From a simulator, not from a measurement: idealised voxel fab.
This section sets out a process module, namely voxel wiring stack.
The figure presents cross-section cut, which has a width of 225 nm and is divided into square cells with an edge length of 5 nm.
Reading order for cross-sections: top band down to bottom band. Underlying form: a grid of square cells. Band size: one or more rows of cells. Read a band's entry like this: the first values are the height of its top and the height of its bottom in nm, and what follows is the sequence of materials from left to right, each with its width in nm. Note that "empty" is empty space, and that a single material marked "everywhere" reaches across the band from edge to edge. Beneath 0, the wafer as received is one material, and that level is where height counting begins. The lowest band goes on downward without a bottom; it is written like "0 -> down". Per-row width for "30->40": begins at first number (top row of band), ends at second number (bottom row), increment between rows held constant. Given "changes: none" for a step, no cell of the cross-section differs between before and after that step. In the "Closed void listing" entry, you get each enclosed empty space of 8 cells or more, one with no open way to the top, written width x height at distance, distance from the left edge, in nm. Formally, on a step line, whatever follows the settings is a remark that the simulator itself makes on the step. A step line may carry the setting "overlay nm", which, for steps involving a mask, states the distance by which the mask lay to the right of its intended position; negative values denote displacement to the left.

plan
1: RECEIVE (material Si)
2: CONFORMAL_DEP (material SiO2; thk nm 10)
3: DIRECTIONAL_DEP (material TiN; thk nm 5)
4: DIRECTIONAL_DEP (material W; thk nm 20)
5: DIRECTIONAL_DEP (material aC; thk nm 15)
6: PATTERN (tone cover; mask id METAL_1; material resist; width nm 30; pitch nm 55; thk nm 30; overlay nm 0)
7: DIRECTIONAL_ETCH (etch materials aC; depth nm 15)
8: STRIP (etch materials resist)
9: DIRECTIONAL_ETCH (etch materials W; depth nm 20)
10: DIRECTIONAL_ETCH (etch materials TiN; depth nm 5)
11: STRIP (etch materials aC)
12: CONFORMAL_DEP (material SiCN; thk nm 5)
13: FILL_DEP (material lowk; thk nm 5)
14: CMP (height nm 35)
15: CONFORMAL_DEP (material SiCN; thk nm 5)
16: DIRECTIONAL_DEP (material SiO2; thk nm 35)
17: DIRECTIONAL_DEP (material aC; thk nm 15)
18: PATTERN (tone open; mask id METAL_2; material resist; width nm 30; pitch nm 55; thk nm 35; overlay nm 0)
19: DIRECTIONAL_ETCH (etch materials aC; depth nm 15)
20: STRIP (etch materials resist)
21: DIRECTIONAL_ETCH (etch materials SiO2; depth nm 20)
22: STRIP (etch materials aC)
23: DIRECTIONAL_DEP (material aC; thk nm 15)
24: PATTERN (tone open; mask id METAL_2_HOLES; material resist; width nm 15; pitch nm 55; thk nm 35; overlay nm 0)
25: DIRECTIONAL_ETCH (etch materials aC; depth nm 15)
26: STRIP (etch materials resist)
27: DIRECTIONAL_ETCH (etch materials SiO2; depth nm 15)
28: DIRECTIONAL_ETCH (etch materials SiCN; depth nm 5)
29: STRIP (etch materials aC)
30: CONFORMAL_DEP (material TiN; thk nm 5)
31: FILL_DEP (material Ru; thk nm 10)
32: CMP (height nm 75)
33: CONFORMAL_DEP (material SiCN; thk nm 5)
34: DIRECTIONAL_DEP (material lowk; thk nm 10)
35: DIRECTIONAL_DEP (material aC; thk nm 10)
36: PATTERN (tone open; mask id PLUG_2; material resist; width nm 15; pitch nm 55; thk nm 30; overlay nm 0)
37: DIRECTIONAL_ETCH (etch materials aC; depth nm 10)
38: STRIP (etch materials resist)
39: DIRECTIONAL_ETCH (etch materials lowk; depth nm 10)
40: DIRECTIONAL_ETCH (etch materials SiCN; depth nm 5)
41: STRIP (etch materials aC)
42: CONFORMAL_DEP (material TiN; thk nm 5)
43: FILL_DEP (material W; thk nm 10)
44: CMP (height nm 90)
45: DIRECTIONAL_DEP (material TiN; thk nm 5)
46: DIRECTIONAL_DEP (material Ru; thk nm 25)
47: DIRECTIONAL_DEP (material aC; thk nm 10)
48: PATTERN (tone cover; mask id METAL_3; material resist; width nm 30; pitch nm 55; thk nm 25; overlay nm 0)
49: DIRECTIONAL_ETCH (etch materials aC; depth nm 10)
50: STRIP (etch materials resist)
51: DIRECTIONAL_ETCH (etch materials Ru; depth nm 25)
52: DIRECTIONAL_ETCH (etch materials TiN; depth nm 5)
53: STRIP (etch materials aC)
54: CONFORMAL_DEP (material SiCN; thk nm 5)
55: FILL_DEP (material lowk; thk nm 10)
56: CMP (height nm 120)
57: CONFORMAL_DEP (material SiN; thk nm 5)

Step 1 complete: cross-section of the wafer as received
    0 -> down  Si everywhere
    Closed void listing: none

As-planned run: cross-section of the first of two wafers at end of module
    125 -> 120  SiN everywhere
    120 -> 95  lowk: 10; SiCN: 5; Ru: 30; SiCN: 5; lowk: 15; SiCN: 5; Ru: 30; SiCN: 5; lowk: 15; SiCN: 5; Ru: 30; SiCN: 5; lowk: 15; SiCN: 5; Ru: 30; SiCN: 5; lowk: 10
    95 -> 90  SiCN: 15; TiN: 30; SiCN: 25; TiN: 30; SiCN: 25; TiN: 30; SiCN: 25; TiN: 30; SiCN: 15
    90 -> 80  lowk: 15; TiN: 5; W: 5; TiN: 5; lowk: 40; TiN: 5; W: 5; TiN: 5; lowk: 40; TiN: 5; W: 5; TiN: 5; lowk: 40; TiN: 5; W: 5; TiN: 5; lowk: 30
    80 -> 75  SiCN: 15; TiN: 15; SiCN: 40; TiN: 15; SiCN: 40; TiN: 15; SiCN: 40; TiN: 15; SiCN: 30
    75 -> 60  SiO2: 15; TiN: 5; Ru: 20; TiN: 5; SiO2: 25; TiN: 5; Ru: 20; TiN: 5; SiO2: 25; TiN: 5; Ru: 20; TiN: 5; SiO2: 25; TiN: 5; Ru: 20; TiN: 5; SiO2: 15
    60 -> 55  SiO2: 15; TiN: 5; Ru: 5; TiN: 20; SiO2: 25; TiN: 5; Ru: 5; TiN: 20; SiO2: 25; TiN: 5; Ru: 5; TiN: 20; SiO2: 25; TiN: 5; Ru: 5; TiN: 20; SiO2: 15
    55 -> 40  SiO2: 15; TiN: 5; Ru: 5; TiN: 5; SiO2: 40; TiN: 5; Ru: 5; TiN: 5; SiO2: 40; TiN: 5; Ru: 5; TiN: 5; SiO2: 40; TiN: 5; Ru: 5; TiN: 5; SiO2: 30
    40 -> 35  SiCN: 15; TiN: 15; SiCN: 40; TiN: 15; SiCN: 40; TiN: 15; SiCN: 40; TiN: 15; SiCN: 30
    35 -> 15  lowk: 10; SiCN: 5; W: 30; SiCN: 5; lowk: 15; SiCN: 5; W: 30; SiCN: 5; lowk: 15; SiCN: 5; W: 30; SiCN: 5; lowk: 15; SiCN: 5; W: 30; SiCN: 5; lowk: 10
    15 -> 10  SiCN: 15; TiN: 30; SiCN: 25; TiN: 30; SiCN: 25; TiN: 30; SiCN: 25; TiN: 30; SiCN: 15
    10 -> 0  SiO2 everywhere
    0 -> down  Si everywhere
    Closed void listing: none

Wafer two cross-section, module end. Start and plan unchanged from wafer one; one mistake made during the run
    125 -> 120  SiN everywhere
    120 -> 95  lowk: 10; SiCN: 5; Ru: 30; SiCN: 5; lowk: 15; SiCN: 5; Ru: 30; SiCN: 5; lowk: 15; SiCN: 5; Ru: 30; SiCN: 5; lowk: 15; SiCN: 5; Ru: 30; SiCN: 5; lowk: 10
    95 -> 90  SiCN: 15; TiN: 30; SiCN: 25; TiN: 30; SiCN: 25; TiN: 30; SiCN: 25; TiN: 30; SiCN: 15
    90 -> 80  lowk: 15; TiN: 5; W: 10; TiN: 5; lowk: 35; TiN: 5; W: 10; TiN: 5; lowk: 35; TiN: 5; W: 10; TiN: 5; lowk: 35; TiN: 5; W: 10; TiN: 5; lowk: 25
    80 -> 75  SiCN: 15; TiN: 20; SiCN: 35; TiN: 20; SiCN: 35; TiN: 20; SiCN: 35; TiN: 20; SiCN: 25
    75 -> 60  SiO2: 15; TiN: 5; Ru: 20; TiN: 5; SiO2: 25; TiN: 5; Ru: 20; TiN: 5; SiO2: 25; TiN: 5; Ru: 20; TiN: 5; SiO2: 25; TiN: 5; Ru: 20; TiN: 5; SiO2: 15
    60 -> 55  SiO2: 15; TiN: 5; Ru: 5; TiN: 20; SiO2: 25; TiN: 5; Ru: 5; TiN: 20; SiO2: 25; TiN: 5; Ru: 5; TiN: 20; SiO2: 25; TiN: 5; Ru: 5; TiN: 20; SiO2: 15
    55 -> 40  SiO2: 15; TiN: 5; Ru: 5; TiN: 5; SiO2: 40; TiN: 5; Ru: 5; TiN: 5; SiO2: 40; TiN: 5; Ru: 5; TiN: 5; SiO2: 40; TiN: 5; Ru: 5; TiN: 5; SiO2: 30
    40 -> 35  SiCN: 15; TiN: 15; SiCN: 40; TiN: 15; SiCN: 40; TiN: 15; SiCN: 40; TiN: 15; SiCN: 30
    35 -> 15  lowk: 10; SiCN: 5; W: 30; SiCN: 5; lowk: 15; SiCN: 5; W: 30; SiCN: 5; lowk: 15; SiCN: 5; W: 30; SiCN: 5; lowk: 15; SiCN: 5; W: 30; SiCN: 5; lowk: 10
    15 -> 10  SiCN: 15; TiN: 30; SiCN: 25; TiN: 30; SiCN: 25; TiN: 30; SiCN: 25; TiN: 30; SiCN: 15
    10 -> 0  SiO2 everywhere
    0 -> down  Si everywhere
    Closed void listing: none
Short version of what went wrong: step 36, actual vs plan mismatch, actual run PATTERN (tone open; mask id PLUG_2; material resist; width nm 20; pitch nm 55; thk nm 30; overlay nm 0)
FYI, end of process, the second wafer has more or fewer cells of some materials than the first: SiCN -4; TiN +4; W +8; lowk -8
